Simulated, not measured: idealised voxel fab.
This is a process module. Its name is voxel wiring stack.
Square cells of 5 nm make up the cross-section cut, whose width is 205 nm.
We lay out every cross-section as a grid of square cells and spell it out in bands from the top down, where one band means one or more rows of cells. This entry defines a band. It first specifies the height of the band's top and the height of its bottom in nm, and then specifies the band's materials from left to right, stating each material with its width in nm. The word "full width" identifies a single material that fills the band from edge to edge, while the word "air" identifies empty space. Zero point of the height axis is 0; under it, received wafer = one material. Lowest band: continues down indefinitely, "0 nm and below". With a width like "30..40", each row of cells in the band differs from the next by the same amount, the top row carrying the first number and the bottom row the second. The cross-section has no changed cell in any step marked "left unchanged". You'll see "Completely enclosed voids" listing empty spaces that have no way open to the top, as long as they're 8 cells or more; the notation is width x height at distance, where the distance is from the left edge, and all of it is in nm. Post-settings text on a step line: simulator's own remark regarding the step. The line of a step may include "overlay nm". On a step with a mask, this value is how far to the right of its planned place the mask lay. A negative value means the mask lay to the left. Reading guide: pairs of cross-sections, before and after one process step; after view cut off at lowest changed band; step and settings listed under each pair. Pairs may stem from different runs of this module on the same starting wafer; continuity with the pair above only where the "Cross-section, before" entry states it.

[Cross-section, before]
> 0 nm and below = Si full width
> Completely enclosed voids: none

[Result of Step]
> 10 nm to 0 nm = SiO2 full width
> Nothing below the height 0 has changed.
> Completely enclosed voids: none
For reference, the processing step occurring between the two cross-sections presented above is as follows: CONFORMAL_DEP,material SiO2,thk nm 10

Cross-section, before: just use the after drawing of the pair above as your starting point.

[Result of Step]
> 15 nm to 10 nm = SiCN full width
> Nothing below the height 10 has changed.
> Completely enclosed voids: none
For reference, the processing step occurring between the two cross-sections presented above is as follows: CONFORMAL_DEP,material SiCN,thk nm 5

Cross-section, before: just use the after drawing of the pair above as your starting point.

[Result of Step]
> 40 nm to 15 nm = SiO2 full width
> Nothing below the height 15 has changed.
> Completely enclosed voids: none
For reference, the processing step occurring between the two cross-sections presented above is as follows: DIRECTIONAL_DEP,material SiO2,thk nm 25

Cross-section, before: just use the after drawing of the pair above as your starting point.

[Result of Step]
> 55 nm to 40 nm = resist=30  air=25  resist=15  air=25  resist=15  air=25  resist=15  air=25  resist=30
> Nothing below the height 40 has changed.
> Completely enclosed voids: none
For reference, the processing step occurring between the two cross-sections presented above is as follows: PATTERN,tone open,mask id METAL_1,material resist,width nm 25,pitch nm 40,thk nm 15,overlay nm 0

Cross-section, before: just use the after drawing of the pair above as your starting point.

[Result of Step]
> 55 nm to 40 nm = resist=30  air=25  resist=15  air=25  resist=15  air=25  resist=15  air=25  resist=30
> 40 nm to 15 nm = SiO2=30  air=25  SiO2=15  air=25  SiO2=15  air=25  SiO2=15  air=25  SiO2=30
> Nothing below the height 15 has changed.
> Completely enclosed voids: none
For reference, the processing step occurring between the two cross-sections presented above is as follows: DIRECTIONAL_ETCH,etch materials SiO2,depth nm 25

Cross-section, before: just use the after drawing of the pair above as your starting point.

[Result of Step]
> 55 nm to 40 nm = resist=30  air=25  resist=15  air=25  resist=15  air=25  resist=15  air=25  resist=30
> 40 nm to 15 nm = SiO2=30  air=25  SiO2=15  air=25  SiO2=15  air=25  SiO2=15  air=25  SiO2=30
> 15 nm to 10 nm = SiCN=30  air=25  SiCN=15  air=25  SiCN=15  air=25  SiCN=15  air=25  SiCN=30
> Nothing below the height 10 has changed.
> Completely enclosed voids: none
For reference, the processing step occurring between the two cross-sections presented above is as follows: DIRECTIONAL_ETCH,etch materials SiCN,depth nm 5

Cross-section, before: just use the after drawing of the pair above as your starting point.

[Result of Step]
> 40 nm to 15 nm = SiO2=30  air=25  SiO2=15  air=25  SiO2=15  air=25  SiO2=15  air=25  SiO2=30
> Nothing below the height 15 has changed.
> Completely enclosed voids: none
For reference, the processing step occurring between the two cross-sections presented above is as follows: STRIP,etch materials resist

Cross-section, before: just use the after drawing of the pair above as your starting point.

[Result of Step]
> 45 nm to 40 nm = TiN=35  air=15  TiN=25  air=15  TiN=25  air=15  TiN=25  air=15  TiN=35
> 40 nm to 15 nm = SiO2=30  TiN=5  air=15  TiN=5  SiO2=15  TiN=5  air=15  TiN=5  SiO2=15  TiN=5  air=15  TiN=5  SiO2=15  TiN=5  air=15  TiN=5  SiO2=30
> 15 nm to 10 nm = SiCN=30  TiN=25  SiCN=15  TiN=25  SiCN=15  TiN=25  SiCN=15  TiN=25  SiCN=30
> Nothing below the height 10 has changed.
> Completely enclosed voids: none
For reference, the processing step occurring between the two cross-sections presented above is as follows: CONFORMAL_DEP,material TiN,thk nm 5

Cross-section, before: just use the after drawing of the pair above as your starting point.

[Result of Step]
> 50 nm to 45 nm = Cu full width
> 45 nm to 40 nm = TiN=35  Cu=15  TiN=25  Cu=15  TiN=25  Cu=15  TiN=25  Cu=15  TiN=35
> 40 nm to 15 nm = SiO2=30  TiN=5  Cu=15  TiN=5  SiO2=15  TiN=5  Cu=15  TiN=5  SiO2=15  TiN=5  Cu=15  TiN=5  SiO2=15  TiN=5  Cu=15  TiN=5  SiO2=30
> Nothing below the height 15 has changed.
> Completely enclosed voids: none
For reference, the processing step occurring between the two cross-sections presented above is as follows: FILL_DEP,material Cu,thk nm 5

Cross-section, before: just use the after drawing of the pair above as your starting point.

[Result of Step]
> 40 nm to 15 nm = SiO2=30  TiN=5  Cu=15  TiN=5  SiO2=15  TiN=5  Cu=15  TiN=5  SiO2=15  TiN=5  Cu=15  TiN=5  SiO2=15  TiN=5  Cu=15  TiN=5  SiO2=30
> Nothing below the height 15 has changed.
> Completely enclosed voids: none
For reference, the processing step occurring between the two cross-sections presented above is as follows: CMP,height nm 40

Cross-section, before: just use the after drawing of the pair above as your starting point.

[Result of Step]
> 45 nm to 40 nm = air=25  Ru=35  air=5  Ru=35  air=5  Ru=35  air=5  Ru=35  air=25
> Nothing below the height 40 has changed.
> Completely enclosed voids: none
For reference, the processing step occurring between the two cross-sections presented above is as follows: EPI,material Ru,thk nm 5

Cross-section, before: just use the after drawing of the pair above as your starting point.

[Result of Step]
> 50 nm to 45 nm = SiCN full width
> 45 nm to 40 nm = SiCN=25  Ru=35  SiCN=5  Ru=35  SiCN=5  Ru=35  SiCN=5  Ru=35  SiCN=25
> Nothing below the height 40 has changed.
> Completely enclosed voids: none
For reference, the processing step occurring between the two cross-sections presented above is as follows: FILL_DEP,material SiCN,thk nm 5

Cross-section, before: just use the after drawing of the pair above as your starting point.

[Result of Step]
> 60 nm to 50 nm = SiO2 full width
> Nothing below the height 50 has changed.
> Completely enclosed voids: none
For reference, the processing step occurring between the two cross-sections presented above is as follows: DIRECTIONAL_DEP,material SiO2,thk nm 10

Cross-section, before: just use the after drawing of the pair above as your starting point.

[Result of Step]
> 60 nm to 50 nm = SiO2=30  air=15  SiO2=25  air=15  SiO2=25  air=15  SiO2=25  air=15  SiO2=40
> Nothing below the height 50 has changed.
> Completely enclosed voids: none
For reference, the processing step occurring between the two cross-sections presented above is as follows: MASKED_ETCH,tone open,mask id PLUG_1,width nm 15,pitch nm 40,etch materials SiO2,depth nm 10,overlay nm 0

Cross-section, before: just use the after drawing of the pair above as your starting point.

[Result of Step]
> 60 nm to 50 nm = SiO2=30  air=15  SiO2=25  air=15  SiO2=25  air=15  SiO2=25  air=15  SiO2=40
> 50 nm to 45 nm = SiCN=30  air=15  SiCN=25  air=15  SiCN=25  air=15  SiCN=25  air=15  SiCN=40
> Nothing below the height 45 has changed.
> Completely enclosed voids: none
For reference, the processing step occurring between the two cross-sections presented above is as follows: MASKED_ETCH,tone open,mask id PLUG_1,width nm 15,pitch nm 40,etch materials SiCN,depth nm 5,overlay nm 0

Cross-section, before: just use the after drawing of the pair above as your starting point.

[Result of Step]
> 60 nm to 55 nm = SiO2=30  air=15  SiO2=25  air=15  SiO2=25  air=15  SiO2=25  air=15  SiO2=40
> 55 nm to 50 nm = SiO2=30  Ru=15  SiO2=25  Ru=15  SiO2=25  Ru=15  SiO2=25  Ru=15  SiO2=40
> 50 nm to 40 nm = SiCN=30..25  Ru=15..35  SiCN=25..5  Ru=15..35  SiCN=25..5  Ru=15..35  SiCN=25..5  Ru=15..35  SiCN=40..25
> Nothing below the height 40 has changed.
> Completely enclosed voids: none
For reference, the processing step occurring between the two cross-sections presented above is as follows: EPI,material Ru,thk nm 10

Cross-section, before: just use the after drawing of the pair above as your starting point.

[Result of Step]
> 60 nm to 50 nm = SiO2=30  Ru=15  SiO2=25  Ru=15  SiO2=25  Ru=15  SiO2=25  Ru=15  SiO2=40
> Nothing below the height 50 has changed.
> Completely enclosed voids: none
For reference, the processing step occurring between the two cross-sections presented above is as follows: EPI,material Ru,thk nm 5

Cross-section, before: just use the after drawing of the pair above as your starting point.

[Result of Step]
> 65 nm to 60 nm = SiN full width
> Nothing below the height 60 has changed.
> Completely enclosed voids: none
For reference, the processing step occurring between the two cross-sections presented above is as follows: CONFORMAL_DEP,material SiN,thk nm 5

Cross-section, before: just use the after drawing of the pair above as your starting point.

[Result of Step]
> 90 nm to 65 nm = SiO2 full width
> Nothing below the height 65 has changed.
> Completely enclosed voids: none
For reference, the processing step occurring between the two cross-sections presented above is as follows: DIRECTIONAL_DEP,material SiO2,thk nm 25

Cross-section, before: just use the after drawing of the pair above as your starting point.

[Result of Step]
> 90 nm to 65 nm = SiO2=30  air=25  SiO2=15  air=25  SiO2=15  air=25  SiO2=15  air=25  SiO2=30
> Nothing below the height 65 has changed.
> Completely enclosed voids: none
For reference, the processing step occurring between the two cross-sections presented above is as follows: MASKED_ETCH,tone open,mask id METAL_2,width nm 25,pitch nm 40,etch materials SiO2,depth nm 25,overlay nm 0

Cross-section, before: just use the after drawing of the pair above as your starting point.

[Result of Step]
> 90 nm to 65 nm = SiO2=30  air=25  SiO2=15  air=25  SiO2=15  air=25  SiO2=15  air=25  SiO2=30
> 65 nm to 60 nm = SiN=30  air=25  SiN=15  air=25  SiN=15  air=25  SiN=15  air=25  SiN=30
> Nothing below the height 60 has changed.
> Completely enclosed voids: none
For reference, the processing step occurring between the two cross-sections presented above is as follows: MASKED_ETCH,tone open,mask id METAL_2,width nm 25,pitch nm 40,etch materials SiN,depth nm 5,overlay nm 0

Cross-section, before: just use the after drawing of the pair above as your starting point.

[Result of Step]
> 95 nm to 90 nm = TiN=35  air=15  TiN=25  air=15  TiN=25  air=15  TiN=25  air=15  TiN=35
> 90 nm to 65 nm = SiO2=30  TiN=5  air=15  TiN=5  SiO2=15  TiN=5  air=15  TiN=5  SiO2=15  TiN=5  air=15  TiN=5  SiO2=15  TiN=5  air=15  TiN=5  SiO2=30
> 65 nm to 60 nm = SiN=30  TiN=25  SiN=15  TiN=25  SiN=15  TiN=25  SiN=15  TiN=25  SiN=30
> Nothing below the height 60 has changed.
> Completely enclosed voids: none
For reference, the processing step occurring between the two cross-sections presented above is as follows: CONFORMAL_DEP,material TiN,thk nm 5

Cross-section, before: just use the after drawing of the pair above as your starting point.

[Result of Step]
> 100 nm to 95 nm = Cu full width
> 95 nm to 90 nm = TiN=35  Cu=15  TiN=25  Cu=15  TiN=25  Cu=15  TiN=25  Cu=15  TiN=35
> 90 nm to 65 nm = SiO2=30  TiN=5  Cu=15  TiN=5  SiO2=15  TiN=5  Cu=15  TiN=5  SiO2=15  TiN=5  Cu=15  TiN=5  SiO2=15  TiN=5  Cu=15  TiN=5  SiO2=30
> Nothing below the height 65 has changed.
> Completely enclosed voids: none
For reference, the processing step occurring between the two cross-sections presented above is as follows: FILL_DEP,material Cu,thk nm 5

Cross-section, before: just use the after drawing of the pair above as your starting point.

[Result of Step]
> 90 nm to 65 nm = SiO2=30  TiN=5  Cu=15  TiN=5  SiO2=15  TiN=5  Cu=15  TiN=5  SiO2=15  TiN=5  Cu=15  TiN=5  SiO2=15  TiN=5  Cu=15  TiN=5  SiO2=30
> Nothing below the height 65 has changed.
> Completely enclosed voids: none
For reference, the processing step occurring between the two cross-sections presented above is as follows: CMP,height nm 90

Cross-section, before: just use the after drawing of the pair above as your starting point.

[Result of Step]
> 95 nm to 90 nm = SiCN full width
> Nothing below the height 90 has changed.
> Completely enclosed voids: none
For reference, the processing step occurring between the two cross-sections presented above is as follows: CONFORMAL_DEP,material SiCN,thk nm 5

Cross-section, before: just use the after drawing of the pair above as your starting point.

[Result of Step]
> 110 nm to 95 nm = lowk full width
> Nothing below the height 95 has changed.
> Completely enclosed voids: none
For reference, the processing step occurring between the two cross-sections presented above is as follows: DIRECTIONAL_DEP,material lowk,thk nm 15

Cross-section, before: just use the after drawing of the pair above as your starting point.

[Result of Step]
> 110 nm to 95 nm = lowk=30  air=15  lowk=25  air=15  lowk=25  air=15  lowk=25  air=15  lowk=40
> Nothing below the height 95 has changed.
> Completely enclosed voids: none
For reference, the processing step occurring between the two cross-sections presented above is as follows: MASKED_ETCH,tone open,mask id PLUG_2,width nm 15,pitch nm 40,etch materials lowk,depth nm 15,overlay nm 0

Cross-section, before: just use the after drawing of the pair above as your starting point.

[Result of Step]
> 110 nm to 95 nm = lowk=30  air=15  lowk=25  air=15  lowk=25  air=15  lowk=25  air=15  lowk=40
> 95 nm to 90 nm = SiCN=30  air=15  SiCN=25  air=15  SiCN=25  air=15  SiCN=25  air=15  SiCN=40
> Nothing below the height 90 has changed.
> Completely enclosed voids: none
For reference, the processing step occurring between the two cross-sections presented above is as follows: MASKED_ETCH,tone open,mask id PLUG_2,width nm 15,pitch nm 40,etch materials SiCN,depth nm 5,overlay nm 0

Cross-section, before: just use the after drawing of the pair above as your starting point.

[Result of Step]
> 110 nm to 100 nm = lowk=30  air=15  lowk=25  air=15  lowk=25  air=15  lowk=25  air=15  lowk=40
> 100 nm to 95 nm = lowk=30  Ru=15  lowk=25  Ru=15  lowk=25  Ru=15  lowk=25  Ru=15  lowk=40
> 95 nm to 90 nm = SiCN=30  Ru=15  SiCN=25  Ru=15  SiCN=25  Ru=15  SiCN=25  Ru=15  SiCN=40
> Nothing below the height 90 has changed.
> Completely enclosed voids: none
For reference, the processing step occurring between the two cross-sections presented above is as follows: EPI,material Ru,thk nm 10

Cross-section, before: just use the after drawing of the pair above as your starting point.

[Result of Step]
> 110 nm to 95 nm = lowk=30  Ru=15  lowk=25  Ru=15  lowk=25  Ru=15  lowk=25  Ru=15  lowk=40
> Nothing below the height 95 has changed.
> Completely enclosed voids: none
For reference, the processing step occurring between the two cross-sections presented above is as follows: EPI,material Ru,thk nm 10

Cross-section, before: just use the after drawing of the pair above as your starting point.

[Result of Step]
> 115 nm to 110 nm = SiCN full width
> Nothing below the height 110 has changed.
> Completely enclosed voids: none
For reference, the processing step occurring between the two cross-sections presented above is as follows: CONFORMAL_DEP,material SiCN,thk nm 5

Cross-section, before: just use the after drawing of the pair above as your starting point.

[Result of Step]
> 135 nm to 115 nm = lowk full width
> Nothing below the height 115 has changed.
> Completely enclosed voids: none
For reference, the processing step occurring between the two cross-sections presented above is as follows: DIRECTIONAL_DEP,material lowk,thk nm 20

Cross-section, before: just use the after drawing of the pair above as your starting point.

[Result of Step]
> 150 nm to 135 nm = aC full width
> Nothing below the height 135 has changed.
> Completely enclosed voids: none
For reference, the processing step occurring between the two cross-sections presented above is as follows: DIRECTIONAL_DEP,material aC,thk nm 15

Cross-section, before: just use the after drawing of the pair above as your starting point.

[Result of Step]
> 185 nm to 150 nm = resist=30  air=25  resist=15  air=25  resist=15  air=25  resist=15  air=25  resist=30
> Nothing below the height 150 has changed.
> Completely enclosed voids: none
For reference, the processing step occurring between the two cross-sections presented above is as follows: PATTERN,tone open,mask id METAL_3,material resist,width nm 25,pitch nm 40,thk nm 35,overlay nm 0

Cross-section, before: just use the after drawing of the pair above as your starting point.

[Result of Step]
> 170 nm to 150 nm = resist=30  air=25  resist=15  air=25  resist=15  air=25  resist=15  air=25  resist=30
> 150 nm to 135 nm = aC=30  air=25  aC=15  air=25  aC=15  air=25  aC=15  air=25  aC=30
> Nothing below the height 135 has changed.
> Completely enclosed voids: none
For reference, the processing step occurring between the two cross-sections presented above is as follows: DIRECTIONAL_ETCH,etch materials aC,depth nm 15

Cross-section, before: just use the after drawing of the pair above as your starting point.

[Result of Step]
> 150 nm to 135 nm = aC=30  air=25  aC=15  air=25  aC=15  air=25  aC=15  air=25  aC=30
> Nothing below the height 135 has changed.
> Completely enclosed voids: none
For reference, the processing step occurring between the two cross-sections presented above is as follows: STRIP,etch materials resist

Cross-section, before: just use the after drawing of the pair above as your starting point.

[Result of Step]
> 150 nm to 135 nm = aC=30  air=25  aC=15  air=25  aC=15  air=25  aC=15  air=25  aC=30
> 135 nm to 115 nm = lowk=30  air=25  lowk=15  air=25  lowk=15  air=25  lowk=15  air=25  lowk=30
> Nothing below the height 115 has changed.
> Completely enclosed voids: none
For reference, the processing step occurring between the two cross-sections presented above is as follows: DIRECTIONAL_ETCH,etch materials lowk,depth nm 20

Cross-section, before: just use the after drawing of the pair above as your starting point.

[Result of Step]
> 150 nm to 135 nm = aC=30  air=25  aC=15  air=25  aC=15  air=25  aC=15  air=25  aC=30
> 135 nm to 115 nm = lowk=30  air=25  lowk=15  air=25  lowk=15  air=25  lowk=15  air=25  lowk=30
> 115 nm to 110 nm = SiCN=30  air=25  SiCN=15  air=25  SiCN=15  air=25  SiCN=15  air=25  SiCN=30
> Nothing below the height 110 has changed.
> Completely enclosed voids: none
For reference, the processing step occurring between the two cross-sections presented above is as follows: DIRECTIONAL_ETCH,etch materials SiCN,depth nm 5

Cross-section, before: just use the after drawing of the pair above as your starting point.

[Result of Step]
> 135 nm to 115 nm = lowk=30  air=25  lowk=15  air=25  lowk=15  air=25  lowk=15  air=25  lowk=30
> Nothing below the height 115 has changed.
> Completely enclosed voids: none
For reference, the processing step occurring between the two cross-sections presented above is as follows: STRIP,etch materials aC

Cross-section, before: just use the after drawing of the pair above as your starting point.

[Result of Step]
> 140 nm to 135 nm = TiN=35  air=15  TiN=25  air=15  TiN=25  air=15  TiN=25  air=15  TiN=35
> 135 nm to 115 nm = lowk=30  TiN=5  air=15  TiN=5  lowk=15  TiN=5  air=15  TiN=5  lowk=15  TiN=5  air=15  TiN=5  lowk=15  TiN=5  air=15  TiN=5  lowk=30
> 115 nm to 110 nm = SiCN=30  TiN=25  SiCN=15  TiN=25  SiCN=15  TiN=25  SiCN=15  TiN=25  SiCN=30
> Nothing below the height 110 has changed.
> Completely enclosed voids: none
For reference, the processing step occurring between the two cross-sections presented above is as follows: CONFORMAL_DEP,material TiN,thk nm 5

Cross-section, before: just use the after drawing of the pair above as your starting point.

[Result of Step]
> 150 nm to 140 nm = Cu full width
> 140 nm to 135 nm = TiN=35  Cu=15  TiN=25  Cu=15  TiN=25  Cu=15  TiN=25  Cu=15  TiN=35
> 135 nm to 115 nm = lowk=30  TiN=5  Cu=15  TiN=5  lowk=15  TiN=5  Cu=15  TiN=5  lowk=15  TiN=5  Cu=15  TiN=5  lowk=15  TiN=5  Cu=15  TiN=5  lowk=30
> Nothing below the height 115 has changed.
> Completely enclosed voids: none
For reference, the processing step occurring between the two cross-sections presented above is as follows: FILL_DEP,material Cu,thk nm 10

Cross-section, before: just use the after drawing of the pair above as your starting point.

[Result of Step]
> 135 nm to 115 nm = lowk=30  TiN=5  Cu=15  TiN=5  lowk=15  TiN=5  Cu=15  TiN=5  lowk=15  TiN=5  Cu=15  TiN=5  lowk=15  TiN=5  Cu=15  TiN=5  lowk=30
> Nothing below the height 115 has changed.
> Completely enclosed voids: none
For reference, the processing step occurring between the two cross-sections presented above is as follows: CMP,height nm 135

Cross-section, before: just use the after drawing of the pair above as your starting point.

[Result of Step]
> 140 nm to 135 nm = SiN full width
> Nothing below the height 135 has changed.
> Completely enclosed voids: none
For reference, the processing step occurring between the two cross-sections presented above is as follows: CONFORMAL_DEP,material SiN,thk nm 5

[Cross-section, before]
> 110 nm to 95 nm = lowk=30  Ru=15  lowk=25  Ru=15  lowk=25  Ru=15  lowk=25  Ru=15  lowk=40
> 95 nm to 90 nm = SiCN=30  Ru=15  SiCN=25  Ru=15  SiCN=25  Ru=15  SiCN=25  Ru=15  SiCN=40
> 90 nm to 65 nm = SiO2=30  TiN=5  Cu=15  TiN=5  SiO2=15  TiN=5  Cu=15  TiN=5  SiO2=15  TiN=5  Cu=15  TiN=5  SiO2=15  TiN=5  Cu=15  TiN=5  SiO2=30
> 65 nm to 60 nm = SiN=30  TiN=25  SiN=15  TiN=25  SiN=15  TiN=25  SiN=15  TiN=25  SiN=30
> 60 nm to 50 nm = SiO2=30  Ru=15  SiO2=25  Ru=15  SiO2=25  Ru=15  SiO2=25  Ru=15  SiO2=40
> 50 nm to 40 nm = SiCN=30..25  Ru=15..35  SiCN=25..5  Ru=15..35  SiCN=25..5  Ru=15..35  SiCN=25..5  Ru=15..35  SiCN=40..25
> 40 nm to 15 nm = SiO2=30  TiN=5  Cu=15  TiN=5  SiO2=15  TiN=5  Cu=15  TiN=5  SiO2=15  TiN=5  Cu=15  TiN=5  SiO2=15  TiN=5  Cu=15  TiN=5  SiO2=30
> 15 nm to 10 nm = SiCN=30  TiN=25  SiCN=15  TiN=25  SiCN=15  TiN=25  SiCN=15  TiN=25  SiCN=30
> 10 nm to 0 nm = SiO2 full width
> 0 nm and below = Si full width
> Completely enclosed voids: none

[Result of Step]
> 130 nm to 110 nm = lowk full width
> Nothing below the height 110 has changed.
> Completely enclosed voids: none
For reference, the processing step occurring between the two cross-sections presented above is as follows: DIRECTIONAL_DEP,material lowk,thk nm 20

Cross-section, before: just use the after drawing of the pair above as your starting point.

[Result of Step]
> 145 nm to 130 nm = aC full width
> Nothing below the height 130 has changed.
> Completely enclosed voids: none
For reference, the processing step occurring between the two cross-sections presented above is as follows: DIRECTIONAL_DEP,material aC,thk nm 15

Cross-section, before: just use the after drawing of the pair above as your starting point.

[Result of Step]
> 180 nm to 145 nm = resist=30  air=25  resist=15  air=25  resist=15  air=25  resist=15  air=25  resist=30
> Nothing below the height 145 has changed.
> Completely enclosed voids: none
For reference, the processing step occurring between the two cross-sections presented above is as follows: PATTERN,tone open,mask id METAL_3,material resist,width nm 25,pitch nm 40,thk nm 35,overlay nm 0

Cross-section, before: just use the after drawing of the pair above as your starting point.

[Result of Step]
> 165 nm to 145 nm = resist=30  air=25  resist=15  air=25  resist=15  air=25  resist=15  air=25  resist=30
> 145 nm to 130 nm = aC=30  air=25  aC=15  air=25  aC=15  air=25  aC=15  air=25  aC=30
> Nothing below the height 130 has changed.
> Completely enclosed voids: none
For reference, the processing step occurring between the two cross-sections presented above is as follows: DIRECTIONAL_ETCH,etch materials aC,depth nm 15

Cross-section, before: just use the after drawing of the pair above as your starting point.

[Result of Step]
> 145 nm to 130 nm = aC=30  air=25  aC=15  air=25  aC=15  air=25  aC=15  air=25  aC=30
> Nothing below the height 130 has changed.
> Completely enclosed voids: none
For reference, the processing step occurring between the two cross-sections presented above is as follows: STRIP,etch materials resist

Cross-section, before: just use the after drawing of the pair above as your starting point.

[Result of Step]
> 145 nm to 130 nm = aC=30  air=25  aC=15  air=25  aC=15  air=25  aC=15  air=25  aC=30
> 130 nm to 110 nm = lowk=30  air=25  lowk=15  air=25  lowk=15  air=25  lowk=15  air=25  lowk=30
> Nothing below the height 110 has changed.
> Completely enclosed voids: none
For reference, the processing step occurring between the two cross-sections presented above is as follows: DIRECTIONAL_ETCH,etch materials lowk,depth nm 20

Cross-section, before: just use the after drawing of the pair above as your starting point.

[Result of Step]
> 130 nm to 110 nm = lowk=30  air=25  lowk=15  air=25  lowk=15  air=25  lowk=15  air=25  lowk=30
> Nothing below the height 110 has changed.
> Completely enclosed voids: none
For reference, the processing step occurring between the two cross-sections presented above is as follows: STRIP,etch materials aC

Cross-section, before: just use the after drawing of the pair above as your starting point.

[Result of Step]
> 135 nm to 130 nm = TiN=35  air=15  TiN=25  air=15  TiN=25  air=15  TiN=25  air=15  TiN=35
> 130 nm to 115 nm = lowk=30  TiN=5  air=15  TiN=5  lowk=15  TiN=5  air=15  TiN=5  lowk=15  TiN=5  air=15  TiN=5  lowk=15  TiN=5  air=15  TiN=5  lowk=30
> 115 nm to 110 nm = lowk=30  TiN=25  lowk=15  TiN=25  lowk=15  TiN=25  lowk=15  TiN=25  lowk=30
> Nothing below the height 110 has changed.
> Completely enclosed voids: none
For reference, the processing step occurring between the two cross-sections presented above is as follows: CONFORMAL_DEP,material TiN,thk nm 5

Cross-section, before: just use the after drawing of the pair above as your starting point.

[Result of Step]
> 145 nm to 135 nm = Cu full width
> 135 nm to 130 nm = TiN=35  Cu=15  TiN=25  Cu=15  TiN=25  Cu=15  TiN=25  Cu=15  TiN=35
> 130 nm to 115 nm = lowk=30  TiN=5  Cu=15  TiN=5  lowk=15  TiN=5  Cu=15  TiN=5  lowk=15  TiN=5  Cu=15  TiN=5  lowk=15  TiN=5  Cu=15  TiN=5  lowk=30
> Nothing below the height 115 has changed.
> Completely enclosed voids: none
For reference, the processing step occurring between the two cross-sections presented above is as follows: FILL_DEP,material Cu,thk nm 10

Cross-section, before: just use the after drawing of the pair above as your starting point.

[Result of Step]
> 135 nm to 130 nm = TiN=35  Cu=15  TiN=25  Cu=15  TiN=25  Cu=15  TiN=25  Cu=15  TiN=35
> Nothing below the height 130 has changed.
> Completely enclosed voids: none
For reference, the processing step occurring between the two cross-sections presented above is as follows: CMP,height nm 135

Cross-section, before: just use the after drawing of the pair above as your starting point.

[Result of Step]
> 140 nm to 135 nm = SiN full width
> Nothing below the height 135 has changed.
> Completely enclosed voids: none
For reference, the processing step occurring between the two cross-sections presented above is as follows: CONFORMAL_DEP,material SiN,thk nm 5

[Cross-section, before]
> 60 nm to 55 nm = SiO2=30  air=15  SiO2=25  air=15  SiO2=25  air=15  SiO2=25  air=15  SiO2=40
> 55 nm to 50 nm = SiO2=30  Ru=15  SiO2=25  Ru=15  SiO2=25  Ru=15  SiO2=25  Ru=15  SiO2=40
> 50 nm to 40 nm = SiCN=30..25  Ru=15..35  SiCN=25..5  Ru=15..35  SiCN=25..5  Ru=15..35  SiCN=25..5  Ru=15..35  SiCN=40..25
> 40 nm to 15 nm = SiO2=30  TiN=5  Cu=15  TiN=5  SiO2=15  TiN=5  Cu=15  TiN=5  SiO2=15  TiN=5  Cu=15  TiN=5  SiO2=15  TiN=5  Cu=15  TiN=5  SiO2=30
> 15 nm to 10 nm = SiCN=30  TiN=25  SiCN=15  TiN=25  SiCN=15  TiN=25  SiCN=15  TiN=25  SiCN=30
> 10 nm to 0 nm = SiO2 full width
> 0 nm and below = Si full width
> Completely enclosed voids: none

[Result of Step]
> 65 nm to 60 nm = air=25  Ru=25  air=15  Ru=25  air=15  Ru=25  air=15  Ru=25  air=35
> 60 nm to 50 nm = SiO2=30  Ru=15  SiO2=25  Ru=15  SiO2=25  Ru=15  SiO2=25  Ru=15  SiO2=40
> Nothing below the height 50 has changed.
> Completely enclosed voids: none
For reference, the processing step occurring between the two cross-sections presented above is as follows: EPI,material Ru,thk nm 10

Cross-section, before: just use the after drawing of the pair above as your starting point.

[Result of Step]
> 70 nm to 60 nm = air=20  Ru=35  air=5  Ru=35  air=5  Ru=35  air=5  Ru=35  air=30
> Nothing below the height 60 has changed.
> Completely enclosed voids: none
For reference, the processing step occurring between the two cross-sections presented above is as follows: EPI,material Ru,thk nm 5

Cross-section, before: just use the after drawing of the pair above as your starting point.

[Result of Step]
> 75 nm to 70 nm = air=15  SiN=165  air=25
> 70 nm to 65 nm = air=15  SiN=5  Ru=35  SiN=5  Ru=35  SiN=5  Ru=35  SiN=5  Ru=35  SiN=5  air=25
> 65 nm to 60 nm = SiN=20  Ru=35  SiN=5  Ru=35  SiN=5  Ru=35  SiN=5  Ru=35  SiN=30
> Nothing below the height 60 has changed.
> Completely enclosed voids: none
For reference, the processing step occurring between the two cross-sections presented above is as follows: CONFORMAL_DEP,material SiN,thk nm 5

Cross-section, before: just use the after drawing of the pair above as your starting point.

[Result of Step]
> 100 nm to 90 nm = air=15  SiO2=165  air=25
> 90 nm to 75 nm = SiO2 full width
> 75 nm to 70 nm = SiO2=15  SiN=165  SiO2=25
> 70 nm to 65 nm = SiO2=15  SiN=5  Ru=35  SiN=5  Ru=35  SiN=5  Ru=35  SiN=5  Ru=35  SiN=5  SiO2=25
> Nothing below the height 65 has changed.
> Completely enclosed voids: none
For reference, the processing step occurring between the two cross-sections presented above is as follows: DIRECTIONAL_DEP,material SiO2,thk nm 25

Cross-section, before: just use the after drawing of the pair above as your starting point.

[Result of Step]
> 100 nm to 90 nm = air=15  SiO2=15  air=25  SiO2=15  air=25  SiO2=15  air=25  SiO2=15  air=25  SiO2=5  air=25
> 90 nm to 75 nm = SiO2=30  air=25  SiO2=15  air=25  SiO2=15  air=25  SiO2=15  air=25  SiO2=30
> Nothing below the height 75 has changed.
> Completely enclosed voids: none
For reference, the processing step occurring between the two cross-sections presented above is as follows: MASKED_ETCH,tone open,mask id METAL_2,width nm 25,pitch nm 40,etch materials SiO2,depth nm 25,overlay nm 0

Cross-section, before: just use the after drawing of the pair above as your starting point.

[Result of Step]
> 100 nm to 90 nm = air=15  SiO2=15  air=25  SiO2=15  air=25  SiO2=15  air=25  SiO2=15  air=25  SiO2=5  air=25
> 90 nm to 75 nm = SiO2=30  air=25  SiO2=15  air=25  SiO2=15  air=25  SiO2=15  air=25  SiO2=30
> 75 nm to 70 nm = SiO2=15  SiN=15  air=25  SiN=15  air=25  SiN=15  air=25  SiN=15  air=25  SiN=5  SiO2=25
> Nothing below the height 70 has changed.
> Completely enclosed voids: none
For reference, the processing step occurring between the two cross-sections presented above is as follows: MASKED_ETCH,tone open,mask id METAL_2,width nm 25,pitch nm 40,etch materials SiN,depth nm 5,overlay nm 0
